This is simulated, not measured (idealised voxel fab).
process module | voxel spacer lines
Pictured: cross-section cut, 255 nm wide, on a grid of 5 nm square cells.
Cross-section = grid of square cells, listed top down in bands; band = one or more rows.
First you get the band's top height and its bottom height, in nm, and then the materials it's made of, left to right, with each width in nm. If you see a single material with "full width", that one covers the band edge to edge. "air" is empty space.
Height 0 is the level under which the wafer as received is all one material. The lowest band goes on downwards, as in "0 down".
Graded width ("30 to 40"): value in top row of band = first number; value in bottom row = second number; row-to-row change constant.
"everything unchanged", as given for a step, is the statement that not any cell of the cross-section underwent a change during that step.
Reported under the label "Closed internal voids" are the empty spaces having no open way to the top and comprising 8 cells or more; the notation for each is width x height at distance, in which the distance is measured from the left edge and all three values are in nm.
That trailing text on a step's line, after the settings, is the simulator's own remark on the step.
You can add "overlay nm" to a step's line. For a step with a mask, it describes how far the mask lay to the right of its planned position, and a negative number describes a lay to the left.

## The planned process steps are enumerated hereunder
| 1 | op RECEIVE | material Si |
| 2 | op CONFORMAL_DEP | material Al2O3 | thk nm 10 |
| 3 | op DIRECTIONAL_DEP | material polySi | thk nm 15 |
| 4 | op DIRECTIONAL_DEP | material aC | thk nm 20 |
| 5 | op PATTERN | tone cover | mask id MANDREL | material resist | width nm 25 | pitch nm 70 | thk nm 25 | overlay nm 0 |
| 6 | op DIRECTIONAL_ETCH | etch materials aC | depth nm 20 |
| 7 | op STRIP | etch materials resist |
| 8 | op CONFORMAL_DEP | material SiO2 | thk nm 10 |
| 9 | op DIRECTIONAL_ETCH | etch materials SiO2 | depth nm 10 |
| 10 | op STRIP | etch materials aC |
| 11 | op DIRECTIONAL_ETCH | etch materials polySi | depth nm 15 |
| 12 | op STRIP | etch materials SiO2 |
| 13 | op FILL_DEP | material lowk | thk nm 10 |
| 14 | op CMP | height nm 25 |

## Delivered wafer in cross-section: state after step 1
    0 down  Si full width
    Closed internal voids: none

## End-of-module cross-section of the first of two wafers, processed as planned
    25 to 10  70 nm lowk, then 10 nm polySi, then 25 nm lowk, then 10 nm polySi, then 25 nm lowk, then 10 nm polySi, then 25 nm lowk, then 10 nm polySi, then 70 nm lowk
    10 to 0  Al2O3 full width
    0 down  Si full width
    Closed internal voids: none

## Cross-section at end of module for the second wafer of two, which matched the first in starting point and plan and differed by one mistake in its processing
    25 to 15  lowk full width
    15 to 0  70 nm lowk, then 10 nm polySi, then 25 nm lowk, then 10 nm polySi, then 25 nm lowk, then 10 nm polySi, then 25 nm lowk, then 10 nm polySi, then 70 nm lowk
    0 down  Si full width
    Closed internal voids: none
Which mistake was made when the wafer was run? not run: step 2 of the plan (skipped)
FYI, end of process, the second wafer has more or fewer cells of some materials than the first: 102 fewer of Al2O3; 102 more of lowk
